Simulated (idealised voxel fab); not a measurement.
Proc. module: voxel wiring stack
The cross-section on display is named cut; it measures 230 nm wide, and its cells are 5 nm squares.
Cross-section spec: square-cell grid; bands listed top down; each band is one or more rows.
Per band: top height and bottom height in nm, followed by the left-to-right materials and their widths in nm; "throughout" marks a single material spanning edge to edge, "air" marks empty space.
Counting heights begins at 0, where everything beneath is, in the wafer as received, one material. The lowest band has no bottom; it goes on downwards, as "0..down" shows.
Note: "30->40" means the width goes from the first number (top row of the band) to the second number (bottom row) in equal steps per row of cells.
"no alterations made" -> step changed no cross-section cell.
The entry titled "Enclosed void entries" provides the empty spaces that have no open way to the top, restricted to those of 8 cells or more. Each is presented as width x height at distance, the distance being measured from the left edge, with all three in nm.
It should be noted that, on the line of a given step, the content following the step's settings is a remark produced by the simulator itself with respect to that step.
If you see "overlay nm" on a step's line and that step has a mask, it's telling you how far right of where it was planned the mask ended up; a negative number means it went left instead.

-- Intended process steps
| 1 | op RECEIVE | material Si |
| 2 | op CONFORMAL_DEP | material SiO2 | thk nm 10 |
| 3 | op CONFORMAL_DEP | material SiCN | thk nm 5 |
| 4 | op DIRECTIONAL_DEP | material SiO2 | thk nm 15 |
| 5 | op MASKED_ETCH | tone open | mask id METAL_1 | width nm 20 | pitch nm 35 | etch materials SiO2 | depth nm 15 | overlay nm 0 |
| 6 | op MASKED_ETCH | tone open | mask id METAL_1 | width nm 20 | pitch nm 35 | etch materials SiCN | depth nm 5 | overlay nm 0 |
| 7 | op CONFORMAL_DEP | material TiN | thk nm 5 |
| 8 | op FILL_DEP | material W | thk nm 5 |
| 9 | op CMP | height nm 30 |
| 10 | op EPI | material Ru | thk nm 5 |
| 11 | op FILL_DEP | material SiCN | thk nm 5 |
| 12 | op DIRECTIONAL_DEP | material lowk | thk nm 20 |
| 13 | op MASKED_ETCH | tone open | mask id PLUG_1 | width nm 15 | pitch nm 35 | etch materials lowk | depth nm 20 | overlay nm 0 |
| 14 | op MASKED_ETCH | tone open | mask id PLUG_1 | width nm 15 | pitch nm 35 | etch materials SiCN | depth nm 5 | overlay nm 0 |
| 15 | op CONFORMAL_DEP | material TiN | thk nm 5 |
| 16 | op FILL_DEP | material Cu | thk nm 10 |
| 17 | op CMP | height nm 60 |
| 18 | op DIRECTIONAL_DEP | material TiN | thk nm 5 |
| 19 | op DIRECTIONAL_DEP | material W | thk nm 20 |
| 20 | op PATTERN | tone cover | mask id METAL_2 | material resist | width nm 20 | pitch nm 35 | thk nm 15 | overlay nm 0 |
| 21 | op DIRECTIONAL_ETCH | etch materials W | depth nm 20 |
| 22 | op DIRECTIONAL_ETCH | etch materials TiN | depth nm 5 |
| 23 | op STRIP | etch materials resist |
| 24 | op FILL_DEP | material lowk | thk nm 10 |
| 25 | op CMP | height nm 85 |
| 26 | op CONFORMAL_DEP | material SiCN | thk nm 5 |
| 27 | op DIRECTIONAL_DEP | material SiO2 | thk nm 30 |
| 28 | op DIRECTIONAL_DEP | material aC | thk nm 10 |
| 29 | op PATTERN | tone open | mask id METAL_3_HOLES | material resist | width nm 15 | pitch nm 70 | thk nm 25 | overlay nm 0 |
| 30 | op DIRECTIONAL_ETCH | etch materials aC | depth nm 10 |
| 31 | op STRIP | etch materials resist |
| 32 | op DIRECTIONAL_ETCH | etch materials SiO2 | depth nm 30 |
| 33 | op STRIP | etch materials aC |
| 34 | op PATTERN | tone open | mask id METAL_3 | material resist | width nm 20 | pitch nm 35 | thk nm 20 | overlay nm 0 |
| 35 | op DIRECTIONAL_ETCH | etch materials SiO2 | depth nm 15 |
| 36 | op DIRECTIONAL_ETCH | etch materials SiCN | depth nm 5 |
| 37 | op STRIP | etch materials resist |
| 38 | op CONFORMAL_DEP | material TiN | thk nm 5 |
| 39 | op FILL_DEP | material Cu | thk nm 5 |
| 40 | op CMP | height nm 120 |
| 41 | op CONFORMAL_DEP | material SiCN | thk nm 5 |

-- First wafer out of two, processed as planned

-- Here's what the wafer looked like in cross-section when it arrived - that's after step 1
0..down: Si throughout
Enclosed void entries: none

-- Step 2 done - wafer cross-section
10..0: SiO2 throughout
Below 0, the layers are the same as they were.

-- Step 3 done - wafer cross-section
15..10: SiCN throughout
Below 10, the layers are the same as they were.

-- Step 4 done - wafer cross-section
30..15: SiO2 throughout
Below 15, the layers are the same as they were.

-- Step 5 done - wafer cross-section
30..15: SiO2=50  air=20  SiO2=15  air=20  SiO2=15  air=20  SiO2=15  air=20  SiO2=55
Below 15, the layers are the same as they were.

-- Step 6 done - wafer cross-section
30..15: SiO2=50  air=20  SiO2=15  air=20  SiO2=15  air=20  SiO2=15  air=20  SiO2=55
15..10: SiCN=50  air=20  SiCN=15  air=20  SiCN=15  air=20  SiCN=15  air=20  SiCN=55
Below 10, the layers are the same as they were.

-- Step 7 done - wafer cross-section
35..30: TiN=55  air=10  TiN=25  air=10  TiN=25  air=10  TiN=25  air=10  TiN=60
30..15: SiO2=50  TiN=5  air=10  TiN=5  SiO2=15  TiN=5  air=10  TiN=5  SiO2=15  TiN=5  air=10  TiN=5  SiO2=15  TiN=5  air=10  TiN=5  SiO2=55
15..10: SiCN=50  TiN=20  SiCN=15  TiN=20  SiCN=15  TiN=20  SiCN=15  TiN=20  SiCN=55
Below 10, the layers are the same as they were.

-- Step 8 done - wafer cross-section
40..35: W throughout
35..30: TiN=55  W=10  TiN=25  W=10  TiN=25  W=10  TiN=25  W=10  TiN=60
30..15: SiO2=50  TiN=5  W=10  TiN=5  SiO2=15  TiN=5  W=10  TiN=5  SiO2=15  TiN=5  W=10  TiN=5  SiO2=15  TiN=5  W=10  TiN=5  SiO2=55
Below 15, the layers are the same as they were.

-- Step 9 done - wafer cross-section
30..15: SiO2=50  TiN=5  W=10  TiN=5  SiO2=15  TiN=5  W=10  TiN=5  SiO2=15  TiN=5  W=10  TiN=5  SiO2=15  TiN=5  W=10  TiN=5  SiO2=55
Below 15, the layers are the same as they were.

-- Step 10 done - wafer cross-section
35..30: air=45  Ru=30  air=5  Ru=30  air=5  Ru=30  air=5  Ru=30  air=50
Below 30, the layers are the same as they were.

-- Step 11 done - wafer cross-section
40..35: SiCN throughout
35..30: SiCN=45  Ru=30  SiCN=5  Ru=30  SiCN=5  Ru=30  SiCN=5  Ru=30  SiCN=50
Below 30, the layers are the same as they were.

-- Step 12 done - wafer cross-section
60..40: lowk throughout
Below 40, the layers are the same as they were.

-- Step 13 done - wafer cross-section
60..40: lowk=50  air=15  lowk=20  air=15  lowk=20  air=15  lowk=20  air=15  lowk=60
Below 40, the layers are the same as they were.

-- Step 14 done - wafer cross-section
60..40: lowk=50  air=15  lowk=20  air=15  lowk=20  air=15  lowk=20  air=15  lowk=60
40..35: SiCN=50  air=15  SiCN=20  air=15  SiCN=20  air=15  SiCN=20  air=15  SiCN=60
Below 35, the layers are the same as they were.

-- Step 15 done - wafer cross-section
65..60: TiN=55  air=5  TiN=30  air=5  TiN=30  air=5  TiN=30  air=5  TiN=65
60..40: lowk=50  TiN=5  air=5  TiN=5  lowk=20  TiN=5  air=5  TiN=5  lowk=20  TiN=5  air=5  TiN=5  lowk=20  TiN=5  air=5  TiN=5  lowk=60
40..35: SiCN=50  TiN=15  SiCN=20  TiN=15  SiCN=20  TiN=15  SiCN=20  TiN=15  SiCN=60
Below 35, the layers are the same as they were.

-- Step 16 done - wafer cross-section
75..65: Cu throughout
65..60: TiN=55  Cu=5  TiN=30  Cu=5  TiN=30  Cu=5  TiN=30  Cu=5  TiN=65
60..40: lowk=50  TiN=5  Cu=5  TiN=5  lowk=20  TiN=5  Cu=5  TiN=5  lowk=20  TiN=5  Cu=5  TiN=5  lowk=20  TiN=5  Cu=5  TiN=5  lowk=60
Below 40, the layers are the same as they were.

-- Step 17 done - wafer cross-section
60..40: lowk=50  TiN=5  Cu=5  TiN=5  lowk=20  TiN=5  Cu=5  TiN=5  lowk=20  TiN=5  Cu=5  TiN=5  lowk=20  TiN=5  Cu=5  TiN=5  lowk=60
Below 40, the layers are the same as they were.

-- Step 18 done - wafer cross-section
65..60: TiN throughout
Below 60, the layers are the same as they were.

-- Step 19 done - wafer cross-section
85..65: W throughout
Below 65, the layers are the same as they were.

-- Step 20 done - wafer cross-section
100..85: air=50  resist=20  air=15  resist=20  air=15  resist=20  air=15  resist=20  air=55
Below 85, the layers are the same as they were.

-- Step 21 done - wafer cross-section
100..85: air=50  resist=20  air=15  resist=20  air=15  resist=20  air=15  resist=20  air=55
85..65: air=50  W=20  air=15  W=20  air=15  W=20  air=15  W=20  air=55
Below 65, the layers are the same as they were.

-- Step 22 done - wafer cross-section
100..85: air=50  resist=20  air=15  resist=20  air=15  resist=20  air=15  resist=20  air=55
85..65: air=50  W=20  air=15  W=20  air=15  W=20  air=15  W=20  air=55
65..60: air=50  TiN=20  air=15  TiN=20  air=15  TiN=20  air=15  TiN=20  air=55
Below 60, the layers are the same as they were.

-- Step 23 done - wafer cross-section
85..65: air=50  W=20  air=15  W=20  air=15  W=20  air=15  W=20  air=55
Below 65, the layers are the same as they were.

-- Step 24 done - wafer cross-section
95..85: lowk throughout
85..65: lowk=50  W=20  lowk=15  W=20  lowk=15  W=20  lowk=15  W=20  lowk=55
65..60: lowk=50  TiN=20  lowk=15  TiN=20  lowk=15  TiN=20  lowk=15  TiN=20  lowk=55
Below 60, the layers are the same as they were.

-- Step 25 done - wafer cross-section
85..65: lowk=50  W=20  lowk=15  W=20  lowk=15  W=20  lowk=15  W=20  lowk=55
Below 65, the layers are the same as they were.

-- Step 26 done - wafer cross-section
90..85: SiCN throughout
Below 85, the layers are the same as they were.

-- Step 27 done - wafer cross-section
120..90: SiO2 throughout
Below 90, the layers are the same as they were.

-- Step 28 done - wafer cross-section
130..120: aC throughout
Below 120, the layers are the same as they were.

-- Step 29 done - wafer cross-section
155..130: resist=50  air=15  resist=55  air=15  resist=95
Below 130, the layers are the same as they were.

-- Step 30 done - wafer cross-section
145..130: resist=50  air=15  resist=55  air=15  resist=95
130..120: aC=50  air=15  aC=55  air=15  aC=95
Below 120, the layers are the same as they were.

-- Step 31 done - wafer cross-section
130..120: aC=50  air=15  aC=55  air=15  aC=95
Below 120, the layers are the same as they were.

-- Step 32 done - wafer cross-section
130..120: aC=50  air=15  aC=55  air=15  aC=95
120..90: SiO2=50  air=15  SiO2=55  air=15  SiO2=95
Below 90, the layers are the same as they were.

-- Step 33 done - wafer cross-section
120..90: SiO2=50  air=15  SiO2=55  air=15  SiO2=95
Below 90, the layers are the same as they were.

-- Step 34 done - wafer cross-section
140..120: resist=50  air=20  resist=15  air=20  resist=15  air=20  resist=15  air=20  resist=55
Below 120, the layers are the same as they were.

-- Step 35 done - wafer cross-section
140..120: resist=50  air=20  resist=15  air=20  resist=15  air=20  resist=15  air=20  resist=55
120..105: SiO2=50  air=20  SiO2=15  air=20  SiO2=15  air=20  SiO2=15  air=20  SiO2=55
Below 105, the layers are the same as they were.

-- Step 36 done - wafer cross-section
140..120: resist=50  air=20  resist=15  air=20  resist=15  air=20  resist=15  air=20  resist=55
120..105: SiO2=50  air=20  SiO2=15  air=20  SiO2=15  air=20  SiO2=15  air=20  SiO2=55
105..90: SiO2=50  air=15  SiO2=55  air=15  SiO2=95
90..85: SiCN=50  air=15  SiCN=55  air=15  SiCN=95
Below 85, the layers are the same as they were.

-- Step 37 done - wafer cross-section
120..105: SiO2=50  air=20  SiO2=15  air=20  SiO2=15  air=20  SiO2=15  air=20  SiO2=55
Below 105, the layers are the same as they were.

-- Step 38 done - wafer cross-section
125..120: TiN=55  air=10  TiN=25  air=10  TiN=25  air=10  TiN=25  air=10  TiN=60
120..110: SiO2=50  TiN=5  air=10  TiN=5  SiO2=15  TiN=5  air=10  TiN=5  SiO2=15  TiN=5  air=10  TiN=5  SiO2=15  TiN=5  air=10  TiN=5  SiO2=55
110..105: SiO2=50  TiN=5  air=5  TiN=10  SiO2=15  TiN=20  SiO2=15  TiN=5  air=5  TiN=10  SiO2=15  TiN=20  SiO2=55
105..90: SiO2=50  TiN=5  air=5  TiN=5  SiO2=55  TiN=5  air=5  TiN=5  SiO2=95
90..85: SiCN=50  TiN=15  SiCN=55  TiN=15  SiCN=95
Below 85, the layers are the same as they were.

-- Step 39 done - wafer cross-section
130..125: Cu throughout
125..120: TiN=55  Cu=10  TiN=25  Cu=10  TiN=25  Cu=10  TiN=25  Cu=10  TiN=60
120..110: SiO2=50  TiN=5  Cu=10  TiN=5  SiO2=15  TiN=5  Cu=10  TiN=5  SiO2=15  TiN=5  Cu=10  TiN=5  SiO2=15  TiN=5  Cu=10  TiN=5  SiO2=55
110..105: SiO2=50  TiN=5  Cu=5  TiN=10  SiO2=15  TiN=20  SiO2=15  TiN=5  Cu=5  TiN=10  SiO2=15  TiN=20  SiO2=55
105..90: SiO2=50  TiN=5  Cu=5  TiN=5  SiO2=55  TiN=5  Cu=5  TiN=5  SiO2=95
Below 90, the layers are the same as they were.

-- Step 40 done - wafer cross-section
120..110: SiO2=50  TiN=5  Cu=10  TiN=5  SiO2=15  TiN=5  Cu=10  TiN=5  SiO2=15  TiN=5  Cu=10  TiN=5  SiO2=15  TiN=5  Cu=10  TiN=5  SiO2=55
Below 110, the layers are the same as they were.

-- Step 41 done - wafer cross-section
125..120: SiCN throughout
Below 120, the layers are the same as they were.

-- second wafer: like start, like plan, one mistake. Through step 10 it matches the first wafer

-- The second wafer cut through, at the time step 11 was supposed to be finished
55..50: air=45  lowk=30  air=5  lowk=30  air=5  lowk=30  air=5  lowk=30  air=50
50..35: lowk throughout
35..30: lowk=45  Ru=30  lowk=5  Ru=30  lowk=5  Ru=30  lowk=5  Ru=30  lowk=50
Below 30, the layers are the same as they were.

-- The second wafer cut through, at the time step 12 was supposed to be finished
60..55: SiCN throughout
55..50: SiCN=45  lowk=30  SiCN=5  lowk=30  SiCN=5  lowk=30  SiCN=5  lowk=30  SiCN=50
Below 50, the layers are the same as they were.

The second wafer cut through, at the time step 13 was supposed to be finished: no alterations made

-- The second wafer cut through, at the time step 14 was supposed to be finished
60..55: SiCN=50  air=15  SiCN=20  air=15  SiCN=20  air=15  SiCN=20  air=15  SiCN=60
Below 55, the layers are the same as they were.

-- The second wafer cut through, at the time step 15 was supposed to be finished
65..60: TiN=55  air=5  TiN=30  air=5  TiN=30  air=5  TiN=30  air=5  TiN=65
60..55: SiCN=50  TiN=15  SiCN=20  TiN=15  SiCN=20  TiN=15  SiCN=20  TiN=15  SiCN=60
Below 55, the layers are the same as they were.

-- The second wafer cut through, at the time step 16 was supposed to be finished
75..65: Cu throughout
65..60: TiN=55  Cu=5  TiN=30  Cu=5  TiN=30  Cu=5  TiN=30  Cu=5  TiN=65
Below 60, the layers are the same as they were.

-- The second wafer cut through, at the time step 17 was supposed to be finished
60..55: SiCN=50  TiN=15  SiCN=20  TiN=15  SiCN=20  TiN=15  SiCN=20  TiN=15  SiCN=60
Below 55, the layers are the same as they were.

-- The second wafer cut through, at the time step 18 was supposed to be finished
65..60: TiN throughout
Below 60, the layers are the same as they were.

-- The second wafer cut through, at the time step 19 was supposed to be finished
85..65: W throughout
Below 65, the layers are the same as they were.

-- The second wafer cut through, at the time step 20 was supposed to be finished
100..85: air=50  resist=20  air=15  resist=20  air=15  resist=20  air=15  resist=20  air=55
Below 85, the layers are the same as they were.

-- The second wafer cut through, at the time step 21 was supposed to be finished
100..85: air=50  resist=20  air=15  resist=20  air=15  resist=20  air=15  resist=20  air=55
85..65: air=50  W=20  air=15  W=20  air=15  W=20  air=15  W=20  air=55
Below 65, the layers are the same as they were.

-- The second wafer cut through, at the time step 22 was supposed to be finished
100..85: air=50  resist=20  air=15  resist=20  air=15  resist=20  air=15  resist=20  air=55
85..65: air=50  W=20  air=15  W=20  air=15  W=20  air=15  W=20  air=55
65..60: air=50  TiN=20  air=15  TiN=20  air=15  TiN=20  air=15  TiN=20  air=55
Below 60, the layers are the same as they were.

-- The second wafer cut through, at the time step 23 was supposed to be finished
85..65: air=50  W=20  air=15  W=20  air=15  W=20  air=15  W=20  air=55
Below 65, the layers are the same as they were.

-- The second wafer cut through, at the time step 24 was supposed to be finished
95..85: lowk throughout
85..65: lowk=50  W=20  lowk=15  W=20  lowk=15  W=20  lowk=15  W=20  lowk=55
65..60: lowk=50  TiN=20  lowk=15  TiN=20  lowk=15  TiN=20  lowk=15  TiN=20  lowk=55
Below 60, the layers are the same as they were.

-- The second wafer cut through, at the time step 25 was supposed to be finished
85..65: lowk=50  W=20  lowk=15  W=20  lowk=15  W=20  lowk=15  W=20  lowk=55
Below 65, the layers are the same as they were.

-- The second wafer cut through, at the time step 26 was supposed to be finished
90..85: SiCN throughout
Below 85, the layers are the same as they were.

-- The second wafer cut through, at the time step 27 was supposed to be finished
120..90: SiO2 throughout
Below 90, the layers are the same as they were.

-- The second wafer cut through, at the time step 28 was supposed to be finished
130..120: aC throughout
Below 120, the layers are the same as they were.

-- The second wafer cut through, at the time step 29 was supposed to be finished
155..130: resist=50  air=15  resist=55  air=15  resist=95
Below 130, the layers are the same as they were.

-- The second wafer cut through, at the time step 30 was supposed to be finished
145..130: resist=50  air=15  resist=55  air=15  resist=95
130..120: aC=50  air=15  aC=55  air=15  aC=95
Below 120, the layers are the same as they were.

-- The second wafer cut through, at the time step 31 was supposed to be finished
130..120: aC=50  air=15  aC=55  air=15  aC=95
Below 120, the layers are the same as they were.

-- The second wafer cut through, at the time step 32 was supposed to be finished
130..120: aC=50  air=15  aC=55  air=15  aC=95
120..90: SiO2=50  air=15  SiO2=55  air=15  SiO2=95
Below 90, the layers are the same as they were.

-- The second wafer cut through, at the time step 33 was supposed to be finished
120..90: SiO2=50  air=15  SiO2=55  air=15  SiO2=95
Below 90, the layers are the same as they were.

-- The second wafer cut through, at the time step 34 was supposed to be finished
140..120: resist=50  air=20  resist=15  air=20  resist=15  air=20  resist=15  air=20  resist=55
Below 120, the layers are the same as they were.

-- The second wafer cut through, at the time step 35 was supposed to be finished
140..120: resist=50  air=20  resist=15  air=20  resist=15  air=20  resist=15  air=20  resist=55
120..105: SiO2=50  air=20  SiO2=15  air=20  SiO2=15  air=20  SiO2=15  air=20  SiO2=55
Below 105, the layers are the same as they were.

-- The second wafer cut through, at the time step 36 was supposed to be finished
140..120: resist=50  air=20  resist=15  air=20  resist=15  air=20  resist=15  air=20  resist=55
120..105: SiO2=50  air=20  SiO2=15  air=20  SiO2=15  air=20  SiO2=15  air=20  SiO2=55
105..90: SiO2=50  air=15  SiO2=55  air=15  SiO2=95
90..85: SiCN=50  air=15  SiCN=55  air=15  SiCN=95
Below 85, the layers are the same as they were.

-- The second wafer cut through, at the time step 37 was supposed to be finished
120..105: SiO2=50  air=20  SiO2=15  air=20  SiO2=15  air=20  SiO2=15  air=20  SiO2=55
Below 105, the layers are the same as they were.

-- The second wafer cut through, at the time step 38 was supposed to be finished
125..120: TiN=55  air=10  TiN=25  air=10  TiN=25  air=10  TiN=25  air=10  TiN=60
120..110: SiO2=50  TiN=5  air=10  TiN=5  SiO2=15  TiN=5  air=10  TiN=5  SiO2=15  TiN=5  air=10  TiN=5  SiO2=15  TiN=5  air=10  TiN=5  SiO2=55
110..105: SiO2=50  TiN=5  air=5  TiN=10  SiO2=15  TiN=20  SiO2=15  TiN=5  air=5  TiN=10  SiO2=15  TiN=20  SiO2=55
105..90: SiO2=50  TiN=5  air=5  TiN=5  SiO2=55  TiN=5  air=5  TiN=5  SiO2=95
90..85: SiCN=50  TiN=15  SiCN=55  TiN=15  SiCN=95
Below 85, the layers are the same as they were.

-- The second wafer cut through, at the time step 39 was supposed to be finished
130..125: Cu throughout
125..120: TiN=55  Cu=10  TiN=25  Cu=10  TiN=25  Cu=10  TiN=25  Cu=10  TiN=60
120..110: SiO2=50  TiN=5  Cu=10  TiN=5  SiO2=15  TiN=5  Cu=10  TiN=5  SiO2=15  TiN=5  Cu=10  TiN=5  SiO2=15  TiN=5  Cu=10  TiN=5  SiO2=55
110..105: SiO2=50  TiN=5  Cu=5  TiN=10  SiO2=15  TiN=20  SiO2=15  TiN=5  Cu=5  TiN=10  SiO2=15  TiN=20  SiO2=55
105..90: SiO2=50  TiN=5  Cu=5  TiN=5  SiO2=55  TiN=5  Cu=5  TiN=5  SiO2=95
Below 90, the layers are the same as they were.

-- The second wafer cut through, at the time step 40 was supposed to be finished
120..110: SiO2=50  TiN=5  Cu=10  TiN=5  SiO2=15  TiN=5  Cu=10  TiN=5  SiO2=15  TiN=5  Cu=10  TiN=5  SiO2=15  TiN=5  Cu=10  TiN=5  SiO2=55
Below 110, the layers are the same as they were.

-- The second wafer cut through, at the time step 41 was supposed to be finished
125..120: SiCN throughout
Below 120, the layers are the same as they were.
What was the processing mistake? a sequencing error occurred in which plan steps 11 and 12 were transposed
Final cells, second wafer relative to first, materials higher or lower: -16 Cu, -32 TiN, +48 lowk
